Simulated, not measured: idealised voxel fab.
Module name: voxel trench capacitor (process module)
This is section cut - it's 260 nm across, gridded in 5 nm square cells.
Cross-section format: a grid of square cells, given as bands from top to bottom; each band is one or more rows of cells.
It is stipulated that each band's entry specify, in nanometres, the height of the top of the band and then that of its bottom, followed by the materials of the band in left-to-right sequence, each together with its width in nanometres. A single material marked by the word "everywhere" is understood to fill the band from edge to edge; the word "air" is understood to denote empty space.
We count height from 0. Below that, the starting wafer is all one material. The lowest band never ends at the bottom but goes on down; see "0 nm and below" for how that is written.
The expression "30..40" gives the width at the extremes of the band, the first number at its top row of cells and the second at its bottom row, with the width changing by equal amounts from each row to the next in between.
"remained the same" for a step: no cell of the cross-section changed in that step.
Under "Enclosed cavities" you'll find the enclosed gaps, the ones with no way out to the top, that are 8 cells or bigger; each reads width x height at distance, with distance counted from the left edge, everything in nm.
That trailing text on a step's line, after the settings, is the simulator's own remark on the step.
"overlay nm" on a masked step: distance the mask lay right of its planned place, negative for left.
## Listed below are the process steps as planned
- 1: RECEIVE with material Si
- 2: CONFORMAL_DEP with material SiN, thk nm 5
- 3: DIRECTIONAL_DEP with material aC, thk nm 15
- 4: PATTERN with tone open, mask id TRENCH, material resist, width nm 25, pitch nm 45, thk nm 30, overlay nm 0
- 5: DIRECTIONAL_ETCH with etch materials aC, depth nm 15
- 6: STRIP with etch materials resist
- 7: DIRECTIONAL_ETCH with etch materials SiN, depth nm 5
- 8: DIRECTIONAL_ETCH with etch materials Si, depth nm 35
- 9: STRIP with etch materials aC
- 10: CONFORMAL_DEP with material Al2O3, thk nm 5
- 11: FILL_DEP with material polySi, thk nm 10
- 12: CMP with height nm 5
## The first of two wafers, run as planned
## Shown in cross-section is the wafer as received, that is, as it stands after step 1
	0 nm and below = Si everywhere
	Enclosed cavities: none
## After step 2: wafer cross-section
	5 nm to 0 nm = SiN everywhere
	Lower than 0, everything is as it was.
## After step 3: wafer cross-section
	20 nm to 5 nm = aC everywhere
	Lower than 5, everything is as it was.
## After step 4: wafer cross-section
	50 nm to 20 nm = resist: 70; air: 25; resist: 20; air: 25; resist: 20; air: 25; resist: 75
	Lower than 20, everything is as it was.
## After step 5: wafer cross-section
	35 nm to 20 nm = resist: 70; air: 25; resist: 20; air: 25; resist: 20; air: 25; resist: 75
	20 nm to 5 nm = aC: 70; air: 25; aC: 20; air: 25; aC: 20; air: 25; aC: 75
	Lower than 5, everything is as it was.
## After step 6: wafer cross-section
	20 nm to 5 nm = aC: 70; air: 25; aC: 20; air: 25; aC: 20; air: 25; aC: 75
	Lower than 5, everything is as it was.
## After step 7: wafer cross-section
	20 nm to 5 nm = aC: 70; air: 25; aC: 20; air: 25; aC: 20; air: 25; aC: 75
	5 nm to 0 nm = SiN: 70; air: 25; SiN: 20; air: 25; SiN: 20; air: 25; SiN: 75
	Lower than 0, everything is as it was.
## After step 8: wafer cross-section
	20 nm to 5 nm = aC: 70; air: 25; aC: 20; air: 25; aC: 20; air: 25; aC: 75
	5 nm to 0 nm = SiN: 70; air: 25; SiN: 20; air: 25; SiN: 20; air: 25; SiN: 75
	0 nm to -35 nm = Si: 70; air: 25; Si: 20; air: 25; Si: 20; air: 25; Si: 75
	Lower than -35, everything is as it was.
## After step 9: wafer cross-section
	5 nm to 0 nm = SiN: 70; air: 25; SiN: 20; air: 25; SiN: 20; air: 25; SiN: 75
	Lower than 0, everything is as it was.
## After step 10: wafer cross-section
	10 nm to 5 nm = Al2O3: 75; air: 15; Al2O3: 30; air: 15; Al2O3: 30; air: 15; Al2O3: 80
	5 nm to 0 nm = SiN: 70; Al2O3: 5; air: 15; Al2O3: 5; SiN: 20; Al2O3: 5; air: 15; Al2O3: 5; SiN: 20; Al2O3: 5; air: 15; Al2O3: 5; SiN: 75
	0 nm to -30 nm = Si: 70; Al2O3: 5; air: 15; Al2O3: 5; Si: 20; Al2O3: 5; air: 15; Al2O3: 5; Si: 20; Al2O3: 5; air: 15; Al2O3: 5; Si: 75
	-30 nm to -35 nm = Si: 70; Al2O3: 25; Si: 20; Al2O3: 25; Si: 20; Al2O3: 25; Si: 75
	Lower than -35, everything is as it was.
## After step 11: wafer cross-section
	20 nm to 10 nm = polySi everywhere
	10 nm to 5 nm = Al2O3: 75; polySi: 15; Al2O3: 30; polySi: 15; Al2O3: 30; polySi: 15; Al2O3: 80
	5 nm to 0 nm = SiN: 70; Al2O3: 5; polySi: 15; Al2O3: 5; SiN: 20; Al2O3: 5; polySi: 15; Al2O3: 5; SiN: 20; Al2O3: 5; polySi: 15; Al2O3: 5; SiN: 75
	0 nm to -30 nm = Si: 70; Al2O3: 5; polySi: 15; Al2O3: 5; Si: 20; Al2O3: 5; polySi: 15; Al2O3: 5; Si: 20; Al2O3: 5; polySi: 15; Al2O3: 5; Si: 75
	Lower than -30, everything is as it was.
## After step 12: wafer cross-section
	5 nm to 0 nm = SiN: 70; Al2O3: 5; polySi: 15; Al2O3: 5; SiN: 20; Al2O3: 5; polySi: 15; Al2O3: 5; SiN: 20; Al2O3: 5; polySi: 15; Al2O3: 5; SiN: 75
	Lower than 0, everything is as it was.
## Companion wafer, the second of two: same beginning, same intended sequence, one mistake in carrying it out; through step 7 inclusive it tracks the first exactly
## Second wafer: cross-section at the scheduled end of step 8
	20 nm to 5 nm = aC: 70; air: 25; aC: 20; air: 25; aC: 20; air: 25; aC: 75
	5 nm to 0 nm = SiN: 70; air: 25; SiN: 20; air: 25; SiN: 20; air: 25; SiN: 75
	0 nm to -25 nm = Si: 70; air: 25; Si: 20; air: 25; Si: 20; air: 25; Si: 75
	Lower than -25, everything is as it was.
## Second wafer: cross-section at the scheduled end of step 9
	5 nm to 0 nm = SiN: 70; air: 25; SiN: 20; air: 25; SiN: 20; air: 25; SiN: 75
	Lower than 0, everything is as it was.
## Second wafer: cross-section at the scheduled end of step 10
	10 nm to 5 nm = Al2O3: 75; air: 15; Al2O3: 30; air: 15; Al2O3: 30; air: 15; Al2O3: 80
	5 nm to 0 nm = SiN: 70; Al2O3: 5; air: 15; Al2O3: 5; SiN: 20; Al2O3: 5; air: 15; Al2O3: 5; SiN: 20; Al2O3: 5; air: 15; Al2O3: 5; SiN: 75
	0 nm to -20 nm = Si: 70; Al2O3: 5; air: 15; Al2O3: 5; Si: 20; Al2O3: 5; air: 15; Al2O3: 5; Si: 20; Al2O3: 5; air: 15; Al2O3: 5; Si: 75
	-20 nm to -25 nm = Si: 70; Al2O3: 25; Si: 20; Al2O3: 25; Si: 20; Al2O3: 25; Si: 75
	Lower than -25, everything is as it was.
## Second wafer: cross-section at the scheduled end of step 11
	20 nm to 10 nm = polySi everywhere
	10 nm to 5 nm = Al2O3: 75; polySi: 15; Al2O3: 30; polySi: 15; Al2O3: 30; polySi: 15; Al2O3: 80
	5 nm to 0 nm = SiN: 70; Al2O3: 5; polySi: 15; Al2O3: 5; SiN: 20; Al2O3: 5; polySi: 15; Al2O3: 5; SiN: 20; Al2O3: 5; polySi: 15; Al2O3: 5; SiN: 75
	0 nm to -20 nm = Si: 70; Al2O3: 5; polySi: 15; Al2O3: 5; Si: 20; Al2O3: 5; polySi: 15; Al2O3: 5; Si: 20; Al2O3: 5; polySi: 15; Al2O3: 5; Si: 75
	Lower than -20, everything is as it was.
## Second wafer: cross-section at the scheduled end of step 12
	5 nm to 0 nm = SiN: 70; Al2O3: 5; polySi: 15; Al2O3: 5; SiN: 20; Al2O3: 5; polySi: 15; Al2O3: 5; SiN: 20; Al2O3: 5; polySi: 15; Al2O3: 5; SiN: 75
	Lower than 0, everything is as it was.
Error vs. plan: rather than as planned, step 8 actually ran as DIRECTIONAL_ETCH with etch materials Si, depth nm 25
Final tally in cells, some materials are higher or lower on the second wafer than on the first: Al2O3: 12 fewer; Si: 30 more; polySi: 18 fewer
